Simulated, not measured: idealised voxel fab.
process module | voxel trench capacitor
The figure presents cross-section cut, which has a width of 160 nm and is divided into square cells with an edge length of 5 nm.
Format of a cross-section: grid, square cells. Given as bands. Order: top down. Band: one or more rows of cells.
The entry gives the band's vertical extent as a top height and a bottom height in nm, then its horizontal make-up as materials from left to right, each with a width in nm. "air" stands for empty space; a single material marked "everywhere" fills the band edge to edge.
Ref level 0: as-received wafer is one material below here. Bottom band extends down with no lower bound ("0 down").
The notation "30->40" denotes a width that varies across the rows of cells in the band, beginning at the first number in the top row, finishing at the second number in the bottom row, and changing by an identical amount from each row to the next.
"everything unchanged", as given for a step, is the statement that not any cell of the cross-section underwent a change during that step.
Closed empty spaces (no open way to the top) of 8 cells or more are what "Enclosed empty spaces" lists, each as width x height at distance from the left edge, nm for all three.
Text after the settings on a step's line: the simulator's own remark on that step.
A step line may carry the setting "overlay nm", which, for steps involving a mask, states the distance by which the mask lay to the right of its intended position; negative values denote displacement to the left.
-- The planned process steps are enumerated hereunder
1 RECEIVE with material Si
2 CONFORMAL_DEP with material SiN, thk nm 5
3 PATTERN with tone open, mask id TRENCH, material resist, width nm 25, pitch nm 40, thk nm 15, overlay nm 0
4 DIRECTIONAL_ETCH with etch materials SiN, depth nm 5
5 DIRECTIONAL_ETCH with etch materials Si, depth nm 25
6 STRIP with etch materials resist
7 CONFORMAL_DEP with material Al2O3, thk nm 5
8 CONFORMAL_DEP with material TiN, thk nm 5
9 FILL_DEP with material W, thk nm 5
10 CMP with height nm 5
-- So this is the incoming wafer in cross-section - it's already been through step 1
* 0 down  Si everywhere
* Enclosed empty spaces: none
-- Cross-section: first of two wafers, module finished, run according to plan
* 5 to 0  45 SiN  5 Al2O3  5 TiN  5 W  5 TiN  5 Al2O3  15 SiN  5 Al2O3  5 TiN  5 W  5 TiN  5 Al2O3  50 SiN
* 0 to -15  45 Si  5 Al2O3  5 TiN  5 W  5 TiN  5 Al2O3  15 Si  5 Al2O3  5 TiN  5 W  5 TiN  5 Al2O3  50 Si
* -15 to -20  45 Si  5 Al2O3  15 TiN  5 Al2O3  15 Si  5 Al2O3  15 TiN  5 Al2O3  50 Si
* -20 to -25  45 Si  25 Al2O3  15 Si  25 Al2O3  50 Si
* -25 down  Si everywhere
* Enclosed empty spaces: none
-- So this is wafer number two of the two, cut at the end of the module - it started where the first did and had the same plan, we just got one thing wrong running it
* 5 to 0  50 SiN  5 Al2O3  5 TiN  5 Al2O3  25 SiN  5 Al2O3  5 TiN  5 Al2O3  55 SiN
* 0 to -20  50 Si  5 Al2O3  5 TiN  5 Al2O3  25 Si  5 Al2O3  5 TiN  5 Al2O3  55 Si
* -20 to -25  50 Si  15 Al2O3  25 Si  15 Al2O3  55 Si
* -25 down  Si everywhere
* Enclosed empty spaces: none
Run error: step 3, actual vs plan mismatch, actual run PATTERN with tone open, mask id TRENCH, material resist, width nm 15, pitch nm 40, thk nm 15, overlay nm 0
Final difference in cells, second wafer against first, listed per material as more or fewer: -4 Al2O3 | +20 Si | +4 SiN | -12 TiN | -8 W
